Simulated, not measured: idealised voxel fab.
The name of this process module is voxel gate over fins.
Pictured: cross-section cut, 295 nm wide, on a grid of 5 nm square cells.
A cross-section is a grid of square cells, given in bands from the top down. A band is one or more rows of cells.
Look at the band entry: it leads with the top's height and the bottom's height in nm. Then it lists the materials left to right, with a width in nm for each. The word "edge to edge" on a single material says that material fills the band edge to edge. The word "air" is empty space.
Beneath 0, the wafer as received is one material, and that level is where height counting begins. The lowest band goes on downward without a bottom; it is written like "0..down".
The expression "30 to 40" gives the width at the extremes of the band, the first number at its top row of cells and the second at its bottom row, with the width changing by equal amounts from each row to the next in between.
Any step labelled "no alterations made" changed none of the cells in the cross-section.
Empty spaces counting at least 8 cells and having no open way to the top are listed in "Sealed void listing". The notation width x height at distance is used for each, the distance being from the left edge and all three values in nm.
Formally, on a step line, whatever follows the settings is a remark that the simulator itself makes on the step.
Each step line may optionally specify "overlay nm", which for a step with a mask gives the rightward distance between the mask's planned place and where it lay, a negative value indicating the leftward direction.

Planned step list for the process:
| 1 | op RECEIVE | material Si |
| 2 | op CONFORMAL_DEP | material SiN | thk nm 10 |
| 3 | op MASKED_ETCH | tone cover | mask id FINS | width nm 15 | pitch nm 55 | etch materials SiN | depth nm 10 | overlay nm 0 |
| 4 | op MASKED_ETCH | tone cover | mask id FINS | width nm 15 | pitch nm 55 | etch materials Si | depth nm 30 | overlay nm 0 |
| 5 | op OXIDIZE | depth nm 5 |
| 6 | op FILL_DEP | material SiO2 | thk nm 5 |
| 7 | op CMP | height nm 10 |
| 8 | op MASKED_ETCH | tone open | mask id RAIL | width nm 15 | etch materials SiO2 | depth nm 35 | overlay nm 0 |
| 9 | op CONFORMAL_DEP | material TiN | thk nm 5 |
| 10 | op FILL_DEP | material W | thk nm 10 |
| 11 | op CMP | height nm 10 |
| 12 | op SELECTIVE_ETCH | etch materials W Ru TiN | depth nm 30 |
| 13 | op FILL_DEP | material SiO2 | thk nm 5 |
| 14 | op CMP | height nm 10 |
| 15 | op SELECTIVE_ETCH | etch materials SiO2 | depth nm 25 |
| 16 | op STRIP | etch materials SiN |
| 17 | op CONFORMAL_DEP | material HfO2 | thk nm 5 |
| 18 | op CONFORMAL_DEP | material TiN | thk nm 5 |
| 19 | op FILL_DEP | material W | thk nm 10 |
| 20 | op CMP | height nm 15 |
| 21 | op CONFORMAL_DEP | material SiN | thk nm 5 |

Account of the first of two wafers, which was processed as intended:

As received, after step 1:
	0..down: Si edge to edge
	Sealed void listing: none

Wafer after step 2 (cross-section):
	10..0: SiN edge to edge
	Whatever lies below 0 is exactly as it was before.

Wafer after step 3 (cross-section):
	10..0: air=110 | SiN=15 | air=40 | SiN=15 | air=115
	Whatever lies below 0 is exactly as it was before.

Wafer after step 4 (cross-section):
	10..0: air=110 | SiN=15 | air=40 | SiN=15 | air=115
	0..-30: air=110 | Si=15 | air=40 | Si=15 | air=115
	Whatever lies below -30 is exactly as it was before.

Wafer after step 5 (cross-section):
	10..0: air=110 | SiN=15 | air=40 | SiN=15 | air=115
	0..-30: air=110 | SiO2=5 | Si=5 | SiO2=5 | air=40 | SiO2=5 | Si=5 | SiO2=5 | air=115
	-30..-35: SiO2=115 | Si=5 | SiO2=50 | Si=5 | SiO2=120
	Whatever lies below -35 is exactly as it was before.

Wafer after step 6 (cross-section):
	15..10: SiO2 edge to edge
	10..0: SiO2=110 | SiN=15 | SiO2=40 | SiN=15 | SiO2=115
	0..-35: SiO2=115 | Si=5 | SiO2=50 | Si=5 | SiO2=120
	Whatever lies below -35 is exactly as it was before.

Wafer after step 7 (cross-section):
	10..0: SiO2=110 | SiN=15 | SiO2=40 | SiN=15 | SiO2=115
	Whatever lies below 0 is exactly as it was before.

Wafer after step 8 (cross-section):
	10..0: SiO2=110 | SiN=15 | SiO2=10 | air=15 | SiO2=15 | SiN=15 | SiO2=115
	0..-25: SiO2=115 | Si=5 | SiO2=15 | air=15 | SiO2=20 | Si=5 | SiO2=120
	Whatever lies below -25 is exactly as it was before.

Wafer after step 9 (cross-section):
	15..10: TiN=140 | air=5 | TiN=150
	10..0: SiO2=110 | SiN=15 | SiO2=10 | TiN=5 | air=5 | TiN=5 | SiO2=15 | SiN=15 | SiO2=115
	0..-20: SiO2=115 | Si=5 | SiO2=15 | TiN=5 | air=5 | TiN=5 | SiO2=20 | Si=5 | SiO2=120
	-20..-25: SiO2=115 | Si=5 | SiO2=15 | TiN=15 | SiO2=20 | Si=5 | SiO2=120
	Whatever lies below -25 is exactly as it was before.

Wafer after step 10 (cross-section):
	25..15: W edge to edge
	15..10: TiN=140 | W=5 | TiN=150
	10..0: SiO2=110 | SiN=15 | SiO2=10 | TiN=5 | W=5 | TiN=5 | SiO2=15 | SiN=15 | SiO2=115
	0..-20: SiO2=115 | Si=5 | SiO2=15 | TiN=5 | W=5 | TiN=5 | SiO2=20 | Si=5 | SiO2=120
	Whatever lies below -20 is exactly as it was before.

Wafer after step 11 (cross-section):
	10..0: SiO2=110 | SiN=15 | SiO2=10 | TiN=5 | W=5 | TiN=5 | SiO2=15 | SiN=15 | SiO2=115
	Whatever lies below 0 is exactly as it was before.

Wafer after step 12 (cross-section):
	10..0: SiO2=110 | SiN=15 | SiO2=10 | air=15 | SiO2=15 | SiN=15 | SiO2=115
	0..-20: SiO2=115 | Si=5 | SiO2=15 | air=15 | SiO2=20 | Si=5 | SiO2=120
	Whatever lies below -20 is exactly as it was before.

Wafer after step 13 (cross-section):
	15..10: SiO2 edge to edge
	10..0: SiO2=110 | SiN=15 | SiO2=40 | SiN=15 | SiO2=115
	0..-20: SiO2=115 | Si=5 | SiO2=50 | Si=5 | SiO2=120
	Whatever lies below -20 is exactly as it was before.

Wafer after step 14 (cross-section):
	10..0: SiO2=110 | SiN=15 | SiO2=40 | SiN=15 | SiO2=115
	Whatever lies below 0 is exactly as it was before.

Wafer after step 15 (cross-section):
	10..0: air=110 | SiN=15 | air=40 | SiN=15 | air=115
	0..-15: air=115 | Si=5 | air=50 | Si=5 | air=120
	Whatever lies below -15 is exactly as it was before.

Wafer after step 16 (cross-section):
	0..-15: air=115 | Si=5 | air=50 | Si=5 | air=120
	Whatever lies below -15 is exactly as it was before.

Wafer after step 17 (cross-section):
	5..0: air=110 | HfO2=15 | air=40 | HfO2=15 | air=115
	0..-10: air=110 | HfO2=5 | Si=5 | HfO2=5 | air=40 | HfO2=5 | Si=5 | HfO2=5 | air=115
	-10..-15: HfO2=115 | Si=5 | HfO2=50 | Si=5 | HfO2=120
	Whatever lies below -15 is exactly as it was before.

Wafer after step 18 (cross-section):
	10..5: air=105 | TiN=25 | air=30 | TiN=25 | air=110
	5..0: air=105 | TiN=5 | HfO2=15 | TiN=5 | air=30 | TiN=5 | HfO2=15 | TiN=5 | air=110
	0..-5: air=105 | TiN=5 | HfO2=5 | Si=5 | HfO2=5 | TiN=5 | air=30 | TiN=5 | HfO2=5 | Si=5 | HfO2=5 | TiN=5 | air=110
	-5..-10: TiN=110 | HfO2=5 | Si=5 | HfO2=5 | TiN=40 | HfO2=5 | Si=5 | HfO2=5 | TiN=115
	Whatever lies below -10 is exactly as it was before.

Wafer after step 19 (cross-section):
	20..10: W edge to edge
	10..5: W=105 | TiN=25 | W=30 | TiN=25 | W=110
	5..0: W=105 | TiN=5 | HfO2=15 | TiN=5 | W=30 | TiN=5 | HfO2=15 | TiN=5 | W=110
	0..-5: W=105 | TiN=5 | HfO2=5 | Si=5 | HfO2=5 | TiN=5 | W=30 | TiN=5 | HfO2=5 | Si=5 | HfO2=5 | TiN=5 | W=110
	Whatever lies below -5 is exactly as it was before.

Wafer after step 20 (cross-section):
	15..10: W edge to edge
	Whatever lies below 10 is exactly as it was before.

Wafer after step 21 (cross-section):
	20..15: SiN edge to edge
	Whatever lies below 15 is exactly as it was before.

The second wafer began exactly as the first did and followed the same plan, but one mistake was made while running it; through step 2 inclusive, the two wafers are identical:

Cross-section, second wafer, at the end time the plan gives for step 3:
	10..0: SiN=110 | air=15 | SiN=40 | air=15 | SiN=115
	Whatever lies below 0 is exactly as it was before.

Cross-section, second wafer, at the end time the plan gives for step 4: no alterations made

Cross-section, second wafer, at the end time the plan gives for step 5:
	10..0: SiN=110 | air=15 | SiN=40 | air=15 | SiN=115
	0..-5: Si=105 | SiO2=25 | Si=30 | SiO2=25 | Si=110
	Whatever lies below -5 is exactly as it was before.

Cross-section, second wafer, at the end time the plan gives for step 6:
	15..10: SiO2 edge to edge
	10..0: SiN=110 | SiO2=15 | SiN=40 | SiO2=15 | SiN=115
	Whatever lies below 0 is exactly as it was before.

Cross-section, second wafer, at the end time the plan gives for step 7:
	10..0: SiN=110 | SiO2=15 | SiN=40 | SiO2=15 | SiN=115
	Whatever lies below 0 is exactly as it was before.

Cross-section, second wafer, at the end time the plan gives for step 8: no alterations made

Cross-section, second wafer, at the end time the plan gives for step 9:
	15..10: TiN edge to edge
	Whatever lies below 10 is exactly as it was before.

Cross-section, second wafer, at the end time the plan gives for step 10:
	25..15: W edge to edge
	Whatever lies below 15 is exactly as it was before.

Cross-section, second wafer, at the end time the plan gives for step 11:
	10..0: SiN=110 | SiO2=15 | SiN=40 | SiO2=15 | SiN=115
	Whatever lies below 0 is exactly as it was before.

Cross-section, second wafer, at the end time the plan gives for step 12: no alterations made

Cross-section, second wafer, at the end time the plan gives for step 13:
	15..10: SiO2 edge to edge
	Whatever lies below 10 is exactly as it was before.

Cross-section, second wafer, at the end time the plan gives for step 14:
	10..0: SiN=110 | SiO2=15 | SiN=40 | SiO2=15 | SiN=115
	Whatever lies below 0 is exactly as it was before.

Cross-section, second wafer, at the end time the plan gives for step 15:
	10..0: SiN=110 | air=15 | SiN=40 | air=15 | SiN=115
	0..-5: Si=105 | air=25 | Si=30 | air=25 | Si=110
	Whatever lies below -5 is exactly as it was before.

Cross-section, second wafer, at the end time the plan gives for step 16:
	0..-5: Si=105 | air=25 | Si=30 | air=25 | Si=110
	Whatever lies below -5 is exactly as it was before.

Cross-section, second wafer, at the end time the plan gives for step 17:
	5..0: HfO2=110 | air=15 | HfO2=40 | air=15 | HfO2=115
	0..-5: Si=105 | HfO2=25 | Si=30 | HfO2=25 | Si=110
	Whatever lies below -5 is exactly as it was before.

Cross-section, second wafer, at the end time the plan gives for step 18:
	10..5: TiN=115 | air=5 | TiN=50 | air=5 | TiN=120
	5..0: HfO2=110 | TiN=15 | HfO2=40 | TiN=15 | HfO2=115
	Whatever lies below 0 is exactly as it was before.

Cross-section, second wafer, at the end time the plan gives for step 19:
	20..10: W edge to edge
	10..5: TiN=115 | W=5 | TiN=50 | W=5 | TiN=120
	Whatever lies below 5 is exactly as it was before.

Cross-section, second wafer, at the end time the plan gives for step 20:
	15..10: W edge to edge
	Whatever lies below 10 is exactly as it was before.

Cross-section, second wafer, at the end time the plan gives for step 21:
	20..15: SiN edge to edge
	Whatever lies below 15 is exactly as it was before.
The mistake made against the process plan was this: step 3 was processed under conditions differing from the plan, specifically as op MASKED_ETCH | tone open | mask id FINS | width nm 15 | pitch nm 55 | etch materials SiN | depth nm 10 | overlay nm 0
Count the cells at the end and the second wafer has more or fewer of some materials than the first: 8 fewer of HfO2, 389 more of Si, 225 fewer of SiO2, 11 fewer of TiN, 145 fewer of W
